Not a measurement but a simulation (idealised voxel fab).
process module | voxel air gaps
cross-section cut | 170 nm wide | cells 5 nm
A cross-section is a grid of square cells, given in bands from the top down. A band is one or more rows of cells.
Each band's line starts with the height of the band's top and of its bottom, in nm. Then come its materials from left to right, each with its width in nm. One material with "throughout" fills the band from edge to edge. "air" is empty space.
Height 0 is the level under which the wafer as received is all one material. The lowest band goes on downwards, as in "0 down".
A width such as "30 to 40" changes by the same amount from each row of cells to the next, from the band's top row to its bottom row.
"no change" after a step means that no cell of the cross-section changed.
closed voids: empty space of 8 cells or more with no open way to the top, each as width x height at its distance from the left edge, in nm
after a step's settings: what the simulator itself notes on the step
overlay nm, on a step with a mask: how far to the right of its planned place the mask lay; to the left if negative
plan
1 op RECEIVE | material Si
2 op CONFORMAL_DEP | material SiO2 | thk nm 15
3 op CONFORMAL_DEP | material SiN | thk nm 5
4 op DIRECTIONAL_DEP | material SiO2 | thk nm 40
5 op MASKED_ETCH | tone open | mask id LINES | width nm 25 | pitch nm 50 | etch materials SiO2 | depth nm 40 | overlay nm 0
6 op CONFORMAL_DEP | material TiN | thk nm 5
7 op FILL_DEP | material W | thk nm 5
8 op CMP | height nm 60
9 op EPI | material Ru | thk nm 10
10 op SELECTIVE_ETCH | etch materials SiO2 | depth nm 50
11 op CONFORMAL_DEP | material SiCN | thk nm 5
as received, after step 1
  0 down: Si throughout
  closed voids: none
first wafer at the end, as planned
  75 to 70: air 5 | SiCN 155 | air 10
  70 to 60: air 5 | SiCN 5 | Ru 45 | SiCN 5 | Ru 45 | SiCN 5 | Ru 45 | SiCN 5 | air 10
  60 to 55: air 5 | SiCN 15 | TiN 5 | W 15 | TiN 5 | SiCN 25 | TiN 5 | W 15 | TiN 5 | SiCN 25 | TiN 5 | W 15 | TiN 5 | SiCN 15 | air 10
  55 to 25: air 15 | SiCN 5 | TiN 5 | W 15 | TiN 5 | SiCN 5 | air 15 | SiCN 5 | TiN 5 | W 15 | TiN 5 | SiCN 5 | air 15 | SiCN 5 | TiN 5 | W 15 | TiN 5 | SiCN 5 | air 20
  25 to 20: SiCN 20 | TiN 25 | SiCN 25 | TiN 25 | SiCN 25 | TiN 25 | SiCN 25
  20 to 15: SiN throughout
  15 to 0: SiO2 throughout
  0 down: Si throughout
  closed voids: 15 x 30 at 50; 15 x 30 at 100
second wafer at the end: like start, like plan, one mistake
  75 to 70: air 15 | SiCN 155
  70 to 60: air 15 | SiCN 5 | Ru 45 | SiCN 5 | Ru 45 | SiCN 5 | Ru 45 | SiCN 5
  60 to 55: air 15 | SiCN 15 | TiN 5 | W 15 | TiN 5 | SiCN 25 | TiN 5 | W 15 | TiN 5 | SiCN 25 | TiN 5 | W 15 | TiN 5 | SiCN 15
  55 to 25: air 25 | SiCN 5 | TiN 5 | W 15 | TiN 5 | SiCN 5 | air 15 | SiCN 5 | TiN 5 | W 15 | TiN 5 | SiCN 5 | air 15 | SiCN 5 | TiN 5 | W 15 | TiN 5 | SiCN 5 | air 10
  25 to 20: SiCN 30 | TiN 25 | SiCN 25 | TiN 25 | SiCN 25 | TiN 25 | SiCN 15
  20 to 15: SiN throughout
  15 to 0: SiO2 throughout
  0 down: Si throughout
  closed voids: 15 x 30 at 60; 15 x 30 at 110; 10 x 30 at 160
what went wrong: step 5 ran as: op MASKED_ETCH | tone open | mask id LINES | width nm 25 | pitch nm 50 | etch materials SiO2 | depth nm 40 | overlay nm 10
at the end the second wafer has, in cells: as many of each material as the first, in other places
closed voids at the end (first wafer, second wafer): 2, 3
